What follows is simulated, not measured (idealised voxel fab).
Documented hereafter: the process module known as voxel capacitor over wiring.
Displayed cross-section: cut, width of 300 nm, square cells sized 5 nm.
Cross-section, as written here: a square-cell grid given band by band from the top down, where a band holds one or more rows of cells. Quick guide to a band line: top height, bottom height (nm) up front; then every material left to right with its width in nm. Only one material and it's marked "throughout"? Then it fills the band edge to edge. And "blank" just means empty space. Heights are expressed relative to 0, this being the level below which the as-received wafer comprises one material exclusively. The lowest band is unbounded in the downward direction and is denoted as in "0..down". When a width is written as two numbers, as in "30 to 40", the first number is the width in the top row of cells of the band and the second is the width in its bottom row, and the width changes by the same amount from each row to the next. Take "no modifications" at face value: in the step it is given for, the cross-section changed in none of its cells. "Closed void list" means: voids of 8 cells or more that are shut off from the top with no open way through. Written width x height at distance, distance from the left edge, in nm. That trailing text on a step's line, after the settings, is the simulator's own remark on the step. "overlay nm", when on a step's line for a step with a mask, measures how far to the right of its planned place the mask lay; a negative measure means to the left.

[Planned step list for the process]
1 op RECEIVE | material Si
2 op CONFORMAL_DEP | material SiO2 | thk nm 15
3 op CONFORMAL_DEP | material SiCN | thk nm 5
4 op DIRECTIONAL_DEP | material SiO2 | thk nm 20
5 op DIRECTIONAL_DEP | material aC | thk nm 15
6 op PATTERN | tone open | mask id METAL_1 | material resist | width nm 25 | pitch nm 80 | thk nm 30 | overlay nm 0
7 op DIRECTIONAL_ETCH | etch materials aC | depth nm 15
8 op STRIP | etch materials resist
9 op DIRECTIONAL_ETCH | etch materials SiO2 | depth nm 20
10 op DIRECTIONAL_ETCH | etch materials SiCN | depth nm 5
11 op STRIP | etch materials aC
12 op CONFORMAL_DEP | material TiN | thk nm 5
13 op FILL_DEP | material W | thk nm 5
14 op CMP | height nm 40
15 op CONFORMAL_DEP | material SiCN | thk nm 5
16 op DIRECTIONAL_DEP | material SiO2 | thk nm 10
17 op PATTERN | tone open | mask id PLUG_1 | material resist | width nm 15 | thk nm 20 | overlay nm 0
18 op DIRECTIONAL_ETCH | etch materials SiO2 | depth nm 10
19 op DIRECTIONAL_ETCH | etch materials SiCN | depth nm 5
20 op STRIP | etch materials resist
21 op CONFORMAL_DEP | material TiN | thk nm 5
22 op FILL_DEP | material Ru | thk nm 10
23 op CMP | height nm 55
24 op DIRECTIONAL_DEP | material TiN | thk nm 5
25 op DIRECTIONAL_DEP | material HfO2 | thk nm 5
26 op DIRECTIONAL_DEP | material TiN | thk nm 5
27 op MASKED_ETCH | tone cover | mask id UPPER_PLATE | width nm 60 | etch materials TiN | depth nm 5 | overlay nm 0
28 op MASKED_ETCH | tone cover | mask id UPPER_PLATE | width nm 60 | etch materials HfO2 | depth nm 5 | overlay nm 0
29 op MASKED_ETCH | tone cover | mask id LOWER_PLATE | width nm 70 | etch materials TiN | depth nm 5 | overlay nm 0
30 op FILL_DEP | material SiO2 | thk nm 20
31 op CMP | height nm 85
32 op MASKED_ETCH | tone open | mask id PLUG_2 | width nm 15 | etch materials SiO2 | depth nm 15 | overlay nm 0
33 op CONFORMAL_DEP | material TiN | thk nm 5
34 op FILL_DEP | material Ru | thk nm 5
35 op CMP | height nm 85
36 op CONFORMAL_DEP | material SiCN | thk nm 5

[The first of a set of two wafers, run to plan]

[Cross-section of the wafer as it came to us, i.e., already through step 1]
	0..down  Si throughout
	Closed void list: none

[Once step 2 is through, the wafer looks like this in cross-section]
	15..0  SiO2 throughout
	Beneath the level 0, the cross-section is identical to its previous state.

[Once step 3 is through, the wafer looks like this in cross-section]
	20..15  SiCN throughout
	Beneath the level 15, the cross-section is identical to its previous state.

[Once step 4 is through, the wafer looks like this in cross-section]
	40..20  SiO2 throughout
	Beneath the level 20, the cross-section is identical to its previous state.

[Once step 5 is through, the wafer looks like this in cross-section]
	55..40  aC throughout
	Beneath the level 40, the cross-section is identical to its previous state.

[Once step 6 is through, the wafer looks like this in cross-section]
	85..55  resist: 95, blank: 25, resist: 55, blank: 25, resist: 100
	Beneath the level 55, the cross-section is identical to its previous state.

[Once step 7 is through, the wafer looks like this in cross-section]
	70..55  resist: 95, blank: 25, resist: 55, blank: 25, resist: 100
	55..40  aC: 95, blank: 25, aC: 55, blank: 25, aC: 100
	Beneath the level 40, the cross-section is identical to its previous state.

[Once step 8 is through, the wafer looks like this in cross-section]
	55..40  aC: 95, blank: 25, aC: 55, blank: 25, aC: 100
	Beneath the level 40, the cross-section is identical to its previous state.

[Once step 9 is through, the wafer looks like this in cross-section]
	55..40  aC: 95, blank: 25, aC: 55, blank: 25, aC: 100
	40..20  SiO2: 95, blank: 25, SiO2: 55, blank: 25, SiO2: 100
	Beneath the level 20, the cross-section is identical to its previous state.

[Once step 10 is through, the wafer looks like this in cross-section]
	55..40  aC: 95, blank: 25, aC: 55, blank: 25, aC: 100
	40..20  SiO2: 95, blank: 25, SiO2: 55, blank: 25, SiO2: 100
	20..15  SiCN: 95, blank: 25, SiCN: 55, blank: 25, SiCN: 100
	Beneath the level 15, the cross-section is identical to its previous state.

[Once step 11 is through, the wafer looks like this in cross-section]
	40..20  SiO2: 95, blank: 25, SiO2: 55, blank: 25, SiO2: 100
	Beneath the level 20, the cross-section is identical to its previous state.

[Once step 12 is through, the wafer looks like this in cross-section]
	45..40  TiN: 100, blank: 15, TiN: 65, blank: 15, TiN: 105
	40..20  SiO2: 95, TiN: 5, blank: 15, TiN: 5, SiO2: 55, TiN: 5, blank: 15, TiN: 5, SiO2: 100
	20..15  SiCN: 95, TiN: 25, SiCN: 55, TiN: 25, SiCN: 100
	Beneath the level 15, the cross-section is identical to its previous state.

[Once step 13 is through, the wafer looks like this in cross-section]
	50..45  W throughout
	45..40  TiN: 100, W: 15, TiN: 65, W: 15, TiN: 105
	40..20  SiO2: 95, TiN: 5, W: 15, TiN: 5, SiO2: 55, TiN: 5, W: 15, TiN: 5, SiO2: 100
	Beneath the level 20, the cross-section is identical to its previous state.

[Once step 14 is through, the wafer looks like this in cross-section]
	40..20  SiO2: 95, TiN: 5, W: 15, TiN: 5, SiO2: 55, TiN: 5, W: 15, TiN: 5, SiO2: 100
	Beneath the level 20, the cross-section is identical to its previous state.

[Once step 15 is through, the wafer looks like this in cross-section]
	45..40  SiCN throughout
	Beneath the level 40, the cross-section is identical to its previous state.

[Once step 16 is through, the wafer looks like this in cross-section]
	55..45  SiO2 throughout
	Beneath the level 45, the cross-section is identical to its previous state.

[Once step 17 is through, the wafer looks like this in cross-section]
	75..55  resist: 105, blank: 15, resist: 180
	Beneath the level 55, the cross-section is identical to its previous state.

[Once step 18 is through, the wafer looks like this in cross-section]
	75..55  resist: 105, blank: 15, resist: 180
	55..45  SiO2: 105, blank: 15, SiO2: 180
	Beneath the level 45, the cross-section is identical to its previous state.

[Once step 19 is through, the wafer looks like this in cross-section]
	75..55  resist: 105, blank: 15, resist: 180
	55..45  SiO2: 105, blank: 15, SiO2: 180
	45..40  SiCN: 105, blank: 15, SiCN: 180
	Beneath the level 40, the cross-section is identical to its previous state.

[Once step 20 is through, the wafer looks like this in cross-section]
	55..45  SiO2: 105, blank: 15, SiO2: 180
	Beneath the level 45, the cross-section is identical to its previous state.

[Once step 21 is through, the wafer looks like this in cross-section]
	60..55  TiN: 110, blank: 5, TiN: 185
	55..45  SiO2: 105, TiN: 5, blank: 5, TiN: 5, SiO2: 180
	45..40  SiCN: 105, TiN: 15, SiCN: 180
	Beneath the level 40, the cross-section is identical to its previous state.

[Once step 22 is through, the wafer looks like this in cross-section]
	70..60  Ru throughout
	60..55  TiN: 110, Ru: 5, TiN: 185
	55..45  SiO2: 105, TiN: 5, Ru: 5, TiN: 5, SiO2: 180
	Beneath the level 45, the cross-section is identical to its previous state.

[Once step 23 is through, the wafer looks like this in cross-section]
	55..45  SiO2: 105, TiN: 5, Ru: 5, TiN: 5, SiO2: 180
	Beneath the level 45, the cross-section is identical to its previous state.

[Once step 24 is through, the wafer looks like this in cross-section]
	60..55  TiN throughout
	Beneath the level 55, the cross-section is identical to its previous state.

[Once step 25 is through, the wafer looks like this in cross-section]
	65..60  HfO2 throughout
	Beneath the level 60, the cross-section is identical to its previous state.

[Once step 26 is through, the wafer looks like this in cross-section]
	70..65  TiN throughout
	Beneath the level 65, the cross-section is identical to its previous state.

[Once step 27 is through, the wafer looks like this in cross-section]
	70..65  blank: 105, TiN: 60, blank: 135
	Beneath the level 65, the cross-section is identical to its previous state.

[Once step 28 is through, the wafer looks like this in cross-section]
	70..65  blank: 105, TiN: 60, blank: 135
	65..60  blank: 105, HfO2: 60, blank: 135
	Beneath the level 60, the cross-section is identical to its previous state.

[Once step 29 is through, the wafer looks like this in cross-section]
	70..65  blank: 105, TiN: 60, blank: 135
	65..60  blank: 105, HfO2: 60, blank: 135
	60..55  blank: 100, TiN: 70, blank: 130
	Beneath the level 55, the cross-section is identical to its previous state.

[Once step 30 is through, the wafer looks like this in cross-section]
	90..70  SiO2 throughout
	70..65  SiO2: 105, TiN: 60, SiO2: 135
	65..60  SiO2: 105, HfO2: 60, SiO2: 135
	60..55  SiO2: 100, TiN: 70, SiO2: 130
	Beneath the level 55, the cross-section is identical to its previous state.

[Once step 31 is through, the wafer looks like this in cross-section]
	85..70  SiO2 throughout
	Beneath the level 70, the cross-section is identical to its previous state.

[Once step 32 is through, the wafer looks like this in cross-section]
	85..70  SiO2: 115, blank: 15, SiO2: 170
	Beneath the level 70, the cross-section is identical to its previous state.

[Once step 33 is through, the wafer looks like this in cross-section]
	90..85  TiN: 120, blank: 5, TiN: 175
	85..75  SiO2: 115, TiN: 5, blank: 5, TiN: 5, SiO2: 170
	75..65  SiO2: 115 to 105, TiN: 15 to 60, SiO2: 170 to 135
	Beneath the level 65, the cross-section is identical to its previous state.

[Once step 34 is through, the wafer looks like this in cross-section]
	95..90  Ru throughout
	90..85  TiN: 120, Ru: 5, TiN: 175
	85..75  SiO2: 115, TiN: 5, Ru: 5, TiN: 5, SiO2: 170
	Beneath the level 75, the cross-section is identical to its previous state.

[Once step 35 is through, the wafer looks like this in cross-section]
	85..75  SiO2: 115, TiN: 5, Ru: 5, TiN: 5, SiO2: 170
	Beneath the level 75, the cross-section is identical to its previous state.

[Once step 36 is through, the wafer looks like this in cross-section]
	90..85  SiCN throughout
	Beneath the level 85, the cross-section is identical to its previous state.

[The second wafer: identical to the first at the outset and in its planned sequence, differing only in that one mistake was made during processing; up to and including step 26, its path is the first wafer's path]

[Second wafer: cross-section at the scheduled end of step 27]
	70..65  blank: 110, TiN: 55, blank: 135
	Beneath the level 65, the cross-section is identical to its previous state.

[Second wafer: cross-section at the scheduled end of step 28]
	70..65  blank: 110, TiN: 55, blank: 135
	65..60  blank: 105, HfO2: 60, blank: 135
	Beneath the level 60, the cross-section is identical to its previous state.

[Second wafer: cross-section at the scheduled end of step 29]
	70..65  blank: 110, TiN: 55, blank: 135
	65..60  blank: 105, HfO2: 60, blank: 135
	60..55  blank: 100, TiN: 70, blank: 130
	Beneath the level 55, the cross-section is identical to its previous state.

[Second wafer: cross-section at the scheduled end of step 30]
	90..70  SiO2 throughout
	70..65  SiO2: 110, TiN: 55, SiO2: 135
	65..60  SiO2: 105, HfO2: 60, SiO2: 135
	60..55  SiO2: 100, TiN: 70, SiO2: 130
	Beneath the level 55, the cross-section is identical to its previous state.

[Second wafer: cross-section at the scheduled end of step 31]
	85..70  SiO2 throughout
	Beneath the level 70, the cross-section is identical to its previous state.

[Second wafer: cross-section at the scheduled end of step 32]
	85..70  SiO2: 115, blank: 15, SiO2: 170
	Beneath the level 70, the cross-section is identical to its previous state.

[Second wafer: cross-section at the scheduled end of step 33]
	90..85  TiN: 120, blank: 5, TiN: 175
	85..75  SiO2: 115, TiN: 5, blank: 5, TiN: 5, SiO2: 170
	75..65  SiO2: 115 to 110, TiN: 15 to 55, SiO2: 170 to 135
	Beneath the level 65, the cross-section is identical to its previous state.

[Second wafer: cross-section at the scheduled end of step 34]
	95..90  Ru throughout
	90..85  TiN: 120, Ru: 5, TiN: 175
	85..75  SiO2: 115, TiN: 5, Ru: 5, TiN: 5, SiO2: 170
	Beneath the level 75, the cross-section is identical to its previous state.

[Second wafer: cross-section at the scheduled end of step 35]
	85..75  SiO2: 115, TiN: 5, Ru: 5, TiN: 5, SiO2: 170
	Beneath the level 75, the cross-section is identical to its previous state.

[Second wafer: cross-section at the scheduled end of step 36]
	90..85  SiCN throughout
	Beneath the level 85, the cross-section is identical to its previous state.
Plan not followed: step 27 did not happen as planned, as run it was op MASKED_ETCH | tone cover | mask id UPPER_PLATE | width nm 55 | etch materials TiN | depth nm 5 | overlay nm 0
Upon completion, the second wafer contains, in terms of cells, a greater or smaller amount of certain materials than the first wafer: SiO2: 1 more, TiN: 1 fewer
